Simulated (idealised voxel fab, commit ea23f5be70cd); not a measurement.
Herein follows the process module entitled voxel transistor to metal.
The figure presents cross-section cut, which has a width of 195 nm and is divided into square cells with an edge length of 5 nm.
Square cells in a grid make up a cross-section in this document, and the grid is given as bands, listed from the top down, each one or more rows of cells. Within each band entry, the heights of the top and of the bottom of the band appear first, in that order and in nm; the materials of the band then follow from left to right, each with its corresponding width in nm. The designation "full width" on a single material indicates that it fills the band from edge to edge; the designation "blank" indicates empty space. Height is counted from the level 0, under which the received wafer is composed throughout of one material. The lowest of the bands is not closed at the bottom but continues downward, in the notation "z 0 and below". Top row gets the first number, bottom row gets the second, and each row in between changes by the same step: that is how a band width like "30..40" works. "nothing got changed" -> step changed no cross-section cell. Voids not open to the top, 8 cells minimum: see "Sealed voids". Written width x height at distance; distance is from the left edge; nm. Read whatever lies past the settings on a step's line as the simulator's own remark about the step. overlay nm: mask offset rightward from planned place, masked step; negative means leftward offset.
Below is the list of planned process steps
1: RECEIVE: material Si
2: CONFORMAL_DEP: material SiO2, thk nm 5
3: CONFORMAL_DEP: material SiN, thk nm 15
4: PATTERN: tone cover, mask id ACTIVE, material resist, width nm 115, thk nm 15, overlay nm 0
5: DIRECTIONAL_ETCH: etch materials SiN, depth nm 15
6: DIRECTIONAL_ETCH: etch materials SiO2, depth nm 5
7: DIRECTIONAL_ETCH: etch materials Si, depth nm 35
8: STRIP: etch materials resist
9: OXIDIZE: depth nm 5
10: FILL_DEP: material SiO2, thk nm 5
11: CMP: height nm 20
12: SELECTIVE_ETCH: etch materials SiO2, depth nm 10
13: STRIP: etch materials SiN
14: SELECTIVE_ETCH: etch materials SiO2, depth nm 5
15: OXIDIZE: depth nm 5
16: DIRECTIONAL_DEP: material polySi, thk nm 30
17: DIRECTIONAL_DEP: material SiCN, thk nm 15
18: PATTERN: tone cover, mask id GATE, material resist, width nm 35, thk nm 15, overlay nm 0
19: DIRECTIONAL_ETCH: etch materials SiCN, depth nm 25
20: DIRECTIONAL_ETCH: etch materials polySi, depth nm 40
21: STRIP: etch materials resist
22: CONFORMAL_DEP: material SiN, thk nm 5
23: DIRECTIONAL_ETCH: etch materials SiN, depth nm 5
24: DIRECTIONAL_ETCH: etch materials SiO2, depth nm 5
25: DIRECTIONAL_ETCH: etch materials Si, depth nm 15
26: EPI: material nSi, thk nm 20
27: FILL_DEP: material SiO2, thk nm 5
28: CMP: height nm 30
29: STRIP: etch materials polySi
30: SELECTIVE_ETCH: etch materials SiO2, depth nm 5
31: CONFORMAL_DEP: material HfO2, thk nm 5
32: CONFORMAL_DEP: material TiN, thk nm 5
33: FILL_DEP: material W, thk nm 10
34: CMP: height nm 25
35: DIRECTIONAL_DEP: material SiO2, thk nm 15
36: DIRECTIONAL_DEP: material aC, thk nm 15
37: PATTERN: tone open, mask id CONTACT, material resist, width nm 15, pitch nm 90, thk nm 35, overlay nm 0
38: DIRECTIONAL_ETCH: etch materials aC, depth nm 15
39: STRIP: etch materials resist
40: DIRECTIONAL_ETCH: etch materials SiO2, depth nm 40
41: STRIP: etch materials aC
42: CONFORMAL_DEP: material TiN, thk nm 5
43: FILL_DEP: material W, thk nm 5
44: CMP: height nm 40
45: CONFORMAL_DEP: material SiCN, thk nm 5
46: DIRECTIONAL_DEP: material SiO2, thk nm 20
47: PATTERN: tone open, mask id METAL_1, material resist, width nm 15, pitch nm 90, thk nm 20, overlay nm 0
48: DIRECTIONAL_ETCH: etch materials SiO2, depth nm 20
49: DIRECTIONAL_ETCH: etch materials SiCN, depth nm 5
50: STRIP: etch materials resist
51: CONFORMAL_DEP: material TiN, thk nm 5
52: FILL_DEP: material Cu, thk nm 10
53: CMP: height nm 65
54: EPI: material Ru, thk nm 5
55: FILL_DEP: material SiCN, thk nm 5
56: DIRECTIONAL_DEP: material SiO2, thk nm 25
57: PATTERN: tone open, mask id METAL_2, material resist, width nm 15, pitch nm 90, thk nm 20, overlay nm 0
58: DIRECTIONAL_ETCH: etch materials SiO2, depth nm 15
59: STRIP: etch materials resist
60: MASKED_ETCH: tone open, mask id METAL_2_HOLES, width nm 15, pitch nm 90, etch materials SiO2, depth nm 10, overlay nm 0
61: MASKED_ETCH: tone open, mask id METAL_2_HOLES, width nm 15, pitch nm 90, etch materials SiCN, depth nm 5, overlay nm 0
62: CONFORMAL_DEP: material TiN, thk nm 5
63: FILL_DEP: material Cu, thk nm 10
64: CMP: height nm 100
65: CONFORMAL_DEP: material SiN, thk nm 5
As-received wafer cross-section (after step 1)
> z 0 and below  Si full width
> Sealed voids: none
The first of the two wafers as seen in cross-section once the module was finished; processing followed the plan
> z 105 to 100  SiN full width
> z 100 to 75  45 nm SiO2, 5 nm TiN, 5 nm Cu, 5 nm TiN, 75 nm SiO2, 5 nm TiN, 5 nm Cu, 5 nm TiN, 45 nm SiO2
> z 75 to 70  45 nm SiCN, 15 nm TiN, 75 nm SiCN, 15 nm TiN, 45 nm SiCN
> z 70 to 65  40 nm SiCN, 25 nm Ru, 65 nm SiCN, 25 nm Ru, 40 nm SiCN
> z 65 to 45  45 nm SiO2, 5 nm TiN, 5 nm Cu, 5 nm TiN, 75 nm SiO2, 5 nm TiN, 5 nm Cu, 5 nm TiN, 45 nm SiO2
> z 45 to 40  45 nm SiCN, 15 nm TiN, 75 nm SiCN, 15 nm TiN, 45 nm SiCN
> z 40 to 25  45 nm SiO2, 5 nm TiN, 5 nm W, 5 nm TiN, 75 nm SiO2, 5 nm TiN, 5 nm W, 5 nm TiN, 45 nm SiO2
> z 25 to 20  45 nm SiO2, 5 nm TiN, 5 nm W, 5 nm TiN, 15 nm SiO2, 5 nm SiN, 5 nm HfO2, 5 nm TiN, 15 nm W, 5 nm TiN, 5 nm HfO2, 5 nm SiN, 15 nm SiO2, 5 nm TiN, 5 nm W, 5 nm TiN, 45 nm SiO2
> z 20 to 15  45 nm SiO2, 15 nm TiN, 15 nm SiO2, 5 nm SiN, 5 nm HfO2, 5 nm TiN, 15 nm W, 5 nm TiN, 5 nm HfO2, 5 nm SiN, 15 nm SiO2, 15 nm TiN, 45 nm SiO2
> z 15 to 5  45 nm SiO2, 10 nm TiN, 20 nm nSi, 5 nm SiN, 5 nm HfO2, 5 nm TiN, 15 nm W, 5 nm TiN, 5 nm HfO2, 5 nm SiN, 20 nm nSi, 10 nm TiN, 45 nm SiO2
> z 5 to 0  35 nm SiO2, 5 nm SiN, 5 nm SiO2, 10 nm TiN, 20 nm nSi, 5 nm SiN, 5 nm HfO2, 25 nm TiN, 5 nm HfO2, 5 nm SiN, 20 nm nSi, 10 nm TiN, 5 nm SiO2, 5 nm SiN, 35 nm SiO2
> z 0 to -5  40 nm SiO2, 35 nm nSi, 45 nm HfO2, 35 nm nSi, 40 nm SiO2
> z -5 to -20  45 nm SiO2, 30 nm nSi, 45 nm Si, 30 nm nSi, 45 nm SiO2
> z -20 to -40  45 nm SiO2, 105 nm Si, 45 nm SiO2
> z -40 and below  Si full width
> Sealed voids: none
So this is wafer number two of the two, cut at the end of the module - it started where the first did and had the same plan, we just got one thing wrong running it
> z 105 to 100  SiN full width
> z 100 to 90  40 nm SiO2, 5..10 nm TiN, 10..5 nm Cu, 5 nm TiN, 70 nm SiO2, 5..10 nm TiN, 10..5 nm Cu, 5 nm TiN, 45 nm SiO2
> z 90 to 85  45 nm SiO2, 15 nm TiN, 75 nm SiO2, 15 nm TiN, 45 nm SiO2
> z 85 to 75  45 nm SiO2, 10 nm TiN, 80 nm SiO2, 10 nm TiN, 50 nm SiO2
> z 75 to 70  45 nm SiCN, 10 nm TiN, 80 nm SiCN, 10 nm TiN, 50 nm SiCN
> z 70 to 65  40 nm SiCN, 25 nm Ru, 65 nm SiCN, 25 nm Ru, 40 nm SiCN
> z 65 to 45  45 nm SiO2, 5 nm TiN, 5 nm Cu, 5 nm TiN, 75 nm SiO2, 5 nm TiN, 5 nm Cu, 5 nm TiN, 45 nm SiO2
> z 45 to 40  45 nm SiCN, 15 nm TiN, 75 nm SiCN, 15 nm TiN, 45 nm SiCN
> z 40 to 25  45 nm SiO2, 5 nm TiN, 5 nm W, 5 nm TiN, 75 nm SiO2, 5 nm TiN, 5 nm W, 5 nm TiN, 45 nm SiO2
> z 25 to 20  45 nm SiO2, 5 nm TiN, 5 nm W, 5 nm TiN, 15 nm SiO2, 5 nm SiN, 5 nm HfO2, 5 nm TiN, 15 nm W, 5 nm TiN, 5 nm HfO2, 5 nm SiN, 15 nm SiO2, 5 nm TiN, 5 nm W, 5 nm TiN, 45 nm SiO2
> z 20 to 15  45 nm SiO2, 15 nm TiN, 15 nm SiO2, 5 nm SiN, 5 nm HfO2, 5 nm TiN, 15 nm W, 5 nm TiN, 5 nm HfO2, 5 nm SiN, 15 nm SiO2, 15 nm TiN, 45 nm SiO2
> z 15 to 5  45 nm SiO2, 10 nm TiN, 20 nm nSi, 5 nm SiN, 5 nm HfO2, 5 nm TiN, 15 nm W, 5 nm TiN, 5 nm HfO2, 5 nm SiN, 20 nm nSi, 10 nm TiN, 45 nm SiO2
> z 5 to 0  35 nm SiO2, 5 nm SiN, 5 nm SiO2, 10 nm TiN, 20 nm nSi, 5 nm SiN, 5 nm HfO2, 25 nm TiN, 5 nm HfO2, 5 nm SiN, 20 nm nSi, 10 nm TiN, 5 nm SiO2, 5 nm SiN, 35 nm SiO2
> z 0 to -5  40 nm SiO2, 35 nm nSi, 45 nm HfO2, 35 nm nSi, 40 nm SiO2
> z -5 to -20  45 nm SiO2, 30 nm nSi, 45 nm Si, 30 nm nSi, 45 nm SiO2
> z -20 to -40  45 nm SiO2, 105 nm Si, 45 nm SiO2
> z -40 and below  Si full width
> Sealed voids: none
In executing the process, a mistake was made relative to the plan: off-plan run, step 60, actual operation and settings MASKED_ETCH: tone open, mask id METAL_2_HOLES, width nm 15, pitch nm 90, etch materials SiO2, depth nm 10, overlay nm -5
Per the end-of-run cell counts, the second wafer holds more or fewer of some materials than the first: 4 fewer of Cu; 2 more of SiCN; 2 more of TiN
